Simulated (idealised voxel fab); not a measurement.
The process module that follows is named voxel quadruple lines.
The width of the displayed cross-section, cut, is 275 nm; its cells are square, with a size of 5 nm.
This document writes a cross-section as a grid whose cells are square, and gives it as bands, listed from the top down; one or more rows of cells form a band.
What a band's entry tells you: where the top is and where the bottom is, as heights in nm, and after that what lies inside, material by material from left to right, each with its width in nm. Empty space is written as the word "air", and a single material marked with the word "all across" occupies the band from edge to edge.
Height reference: 0 = level under which incoming wafer is all one material. Lowest band: no bottom, runs on downward, e.g. "0 and below".
A width given as "30 to 40" starts at the first number in the band's top row and ends at the second number in its bottom row, shifting by an equal amount at every step from row to row.
Key: "no alteration" - step with no changed cell in the cross-section.
If an empty space has no open way to the top and is at least 8 cells in size, "Fully closed voids" lists it, written width x height at distance, where distance is measured from the left edge and every value is in nm.
Step line, after settings: the simulator's comment on this step.
Each step line may optionally specify "overlay nm", which for a step with a mask gives the rightward distance between the mask's planned place and where it lay, a negative value indicating the leftward direction.
[So here's the lineup of process steps we planned]
1) RECEIVE | material Si
2) CONFORMAL_DEP | material SiO2 | thk nm 5
3) DIRECTIONAL_DEP | material Ru | thk nm 15
4) DIRECTIONAL_DEP | material polySi | thk nm 20
5) DIRECTIONAL_DEP | material aC | thk nm 20
6) PATTERN | tone cover | mask id MANDREL | material resist | width nm 30 | thk nm 30 | overlay nm 0
7) DIRECTIONAL_ETCH | etch materials aC | depth nm 20
8) STRIP | etch materials resist
9) CONFORMAL_DEP | material SiO2 | thk nm 10
10) DIRECTIONAL_ETCH | etch materials SiO2 | depth nm 10
11) STRIP | etch materials aC
12) DIRECTIONAL_ETCH | etch materials polySi | depth nm 20
13) STRIP | etch materials SiO2
14) CONFORMAL_DEP | material SiN | thk nm 10
15) DIRECTIONAL_ETCH | etch materials SiN | depth nm 10
16) STRIP | etch materials polySi
17) DIRECTIONAL_ETCH | etch materials Ru | depth nm 15
18) STRIP | etch materials SiN
[Cross-sectional view of the wafer in its as-received condition, corresponding to the state after step 1]
* 0 and below = Si all across
* Fully closed voids: none
[Post-module cross-section of the first of two wafers (run per plan)]
* 20 down to 5 = air=100, then Ru=10, then air=10, then Ru=10, then air=10, then Ru=10, then air=10, then Ru=10, then air=105
* 5 down to 0 = SiO2 all across
* 0 and below = Si all across
* Fully closed voids: none
[Cross-section at end of module for the second wafer of two, which matched the first in starting point and plan and differed by one mistake in its processing]
* 20 down to 5 = air=110, then Ru=10, then air=10, then Ru=10, then air=10, then Ru=10, then air=115
* 5 down to 0 = SiO2 all across
* 0 and below = Si all across
* Fully closed voids: none
Which mistake was made when the wafer was run? in deviation from the planned setting, step 6 was conducted as PATTERN | tone open | mask id MANDREL | material resist | width nm 30 | thk nm 30 | overlay nm 0
Heads up, by the end the second wafer has more or fewer cells of some materials compared to the first: -6 Ru
